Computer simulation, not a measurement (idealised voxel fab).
process module | voxel ribs on slabs
cross-section cut | 145 nm wide | cells 5 nm
A cross-section is a grid of square cells, given in bands from the top down. A band is one or more rows of cells.
Each band's line starts with the height of the band's top and of its bottom, in nm. Then come its materials from left to right, each with its width in nm. One material with "throughout" fills the band from edge to edge. "air" is empty space.
Height 0 is the level under which the wafer as received is all one material. The lowest band goes on downwards, as in "0 down".
A width such as "30 to 40" changes by the same amount from each row of cells to the next, from the band's top row to its bottom row.
"no change" after a step means that no cell of the cross-section changed.
closed voids: empty space of 8 cells or more with no open way to the top, each as width x height at its distance from the left edge, in nm
after a step's settings: what the simulator itself notes on the step
overlay nm, on a step with a mask: how far to the right of its planned place the mask lay; to the left if negative
plan
1 op RECEIVE | material Si
2 op DIRECTIONAL_DEP | material SiO2 | thk nm 25
3 op DIRECTIONAL_DEP | material polySi | thk nm 20
4 op DIRECTIONAL_DEP | material aC | thk nm 10
5 op PATTERN | tone cover | mask id RIB | material resist | width nm 20 | thk nm 25 | overlay nm 0
6 op DIRECTIONAL_ETCH | etch materials aC | depth nm 10
7 op STRIP | etch materials resist
8 op DIRECTIONAL_ETCH | etch materials polySi | depth nm 15
9 op STRIP | etch materials aC
10 op DIRECTIONAL_DEP | material aC | thk nm 15
11 op PATTERN | tone cover | mask id SLAB | material resist | width nm 60 | thk nm 30 | overlay nm 0
12 op DIRECTIONAL_ETCH | etch materials aC | depth nm 15
13 op STRIP | etch materials resist
14 op DIRECTIONAL_ETCH | etch materials polySi | depth nm 5
15 op STRIP | etch materials aC
16 op FILL_DEP | material SiO2 | thk nm 20
17 op CMP | height nm 55
18 op DIRECTIONAL_DEP | material TiN | thk nm 10
19 op PATTERN | tone cover | mask id HEATER | material resist | width nm 30 | thk nm 20 | overlay nm 0
20 op DIRECTIONAL_ETCH | etch materials TiN | depth nm 10
21 op STRIP | etch materials resist
22 op CONFORMAL_DEP | material SiO2 | thk nm 10
first wafer, as planned
as received, after step 1
  0 down: Si throughout
  closed voids: none
after step 2
  25 to 0: SiO2 throughout
  below 0: unchanged
after step 3
  45 to 25: polySi throughout
  below 25: unchanged
after step 4
  55 to 45: aC throughout
  below 45: unchanged
after step 5
  80 to 55: air 60 | resist 20 | air 65
  below 55: unchanged
after step 6
  70 to 55: air 60 | resist 20 | air 65
  55 to 45: air 60 | aC 20 | air 65
  below 45: unchanged
after step 7
  55 to 45: air 60 | aC 20 | air 65
  below 45: unchanged
after step 8
  55 to 45: air 60 | aC 20 | air 65
  45 to 30: air 60 | polySi 20 | air 65
  below 30: unchanged
after step 9
  45 to 30: air 60 | polySi 20 | air 65
  below 30: unchanged
after step 10
  60 to 45: air 60 | aC 20 | air 65
  45 to 30: aC 60 | polySi 20 | aC 65
  below 30: unchanged
after step 11
  90 to 60: air 40 | resist 60 | air 45
  60 to 45: air 40 | resist 20 | aC 20 | resist 20 | air 45
  below 45: unchanged
after step 12
  75 to 60: air 40 | resist 60 | air 45
  60 to 45: air 40 | resist 20 | aC 20 | resist 20 | air 45
  45 to 30: air 40 | aC 20 | polySi 20 | aC 20 | air 45
  below 30: unchanged
after step 13
  60 to 45: air 60 | aC 20 | air 65
  below 45: unchanged
after step 14
  60 to 45: air 60 | aC 20 | air 65
  45 to 30: air 40 | aC 20 | polySi 20 | aC 20 | air 45
  30 to 25: air 40 | polySi 60 | air 45
  below 25: unchanged
after step 15
  45 to 30: air 60 | polySi 20 | air 65
  below 30: unchanged
after step 16
  65 to 45: SiO2 throughout
  45 to 30: SiO2 60 | polySi 20 | SiO2 65
  30 to 25: SiO2 40 | polySi 60 | SiO2 45
  below 25: unchanged
after step 17
  55 to 45: SiO2 throughout
  below 45: unchanged
after step 18
  65 to 55: TiN throughout
  below 55: unchanged
after step 19
  85 to 65: air 55 | resist 30 | air 60
  below 65: unchanged
after step 20
  85 to 65: air 55 | resist 30 | air 60
  65 to 55: air 55 | TiN 30 | air 60
  below 55: unchanged
after step 21
  65 to 55: air 55 | TiN 30 | air 60
  below 55: unchanged
after step 22
  75 to 65: air 45 | SiO2 50 | air 50
  65 to 55: SiO2 55 | TiN 30 | SiO2 60
  below 55: unchanged
second wafer: like start, like plan, one mistake. Through step 2 it matches the first wafer
when step 3 should have ended
  65 to 25: polySi throughout
  below 25: unchanged
when step 4 should have ended
  75 to 65: aC throughout
  below 65: unchanged
when step 5 should have ended
  100 to 75: air 60 | resist 20 | air 65
  below 75: unchanged
when step 6 should have ended
  90 to 75: air 60 | resist 20 | air 65
  75 to 65: air 60 | aC 20 | air 65
  below 65: unchanged
when step 7 should have ended
  75 to 65: air 60 | aC 20 | air 65
  below 65: unchanged
when step 8 should have ended
  75 to 65: air 60 | aC 20 | air 65
  65 to 50: air 60 | polySi 20 | air 65
  below 50: unchanged
when step 9 should have ended
  65 to 50: air 60 | polySi 20 | air 65
  below 50: unchanged
when step 10 should have ended
  80 to 65: air 60 | aC 20 | air 65
  65 to 50: aC 60 | polySi 20 | aC 65
  below 50: unchanged
when step 11 should have ended
  110 to 80: air 40 | resist 60 | air 45
  80 to 65: air 40 | resist 20 | aC 20 | resist 20 | air 45
  below 65: unchanged
when step 12 should have ended
  95 to 80: air 40 | resist 60 | air 45
  80 to 65: air 40 | resist 20 | aC 20 | resist 20 | air 45
  65 to 50: air 40 | aC 20 | polySi 20 | aC 20 | air 45
  below 50: unchanged
when step 13 should have ended
  80 to 65: air 60 | aC 20 | air 65
  below 65: unchanged
when step 14 should have ended
  80 to 65: air 60 | aC 20 | air 65
  65 to 50: air 40 | aC 20 | polySi 20 | aC 20 | air 45
  50 to 45: air 40 | polySi 60 | air 45
  below 45: unchanged
when step 15 should have ended
  65 to 50: air 60 | polySi 20 | air 65
  below 50: unchanged
when step 16 should have ended
  85 to 65: SiO2 throughout
  65 to 50: SiO2 60 | polySi 20 | SiO2 65
  50 to 45: SiO2 40 | polySi 60 | SiO2 45
  below 45: unchanged
when step 17 should have ended
  55 to 45: SiO2 60 to 40 | polySi 20 to 60 | SiO2 65 to 45
  below 45: unchanged
when step 18 should have ended
  65 to 55: TiN throughout
  below 55: unchanged
when step 19 should have ended
  85 to 65: air 55 | resist 30 | air 60
  below 65: unchanged
when step 20 should have ended
  85 to 65: air 55 | resist 30 | air 60
  65 to 55: air 55 | TiN 30 | air 60
  below 55: unchanged
when step 21 should have ended
  65 to 55: air 55 | TiN 30 | air 60
  below 55: unchanged
when step 22 should have ended
  75 to 65: air 45 | SiO2 50 | air 50
  65 to 55: SiO2 55 | TiN 30 | SiO2 60
  below 55: unchanged
what went wrong: step 3 was run twice
at the end the second wafer has, in cells: 108 fewer of SiO2 | 108 more of polySi
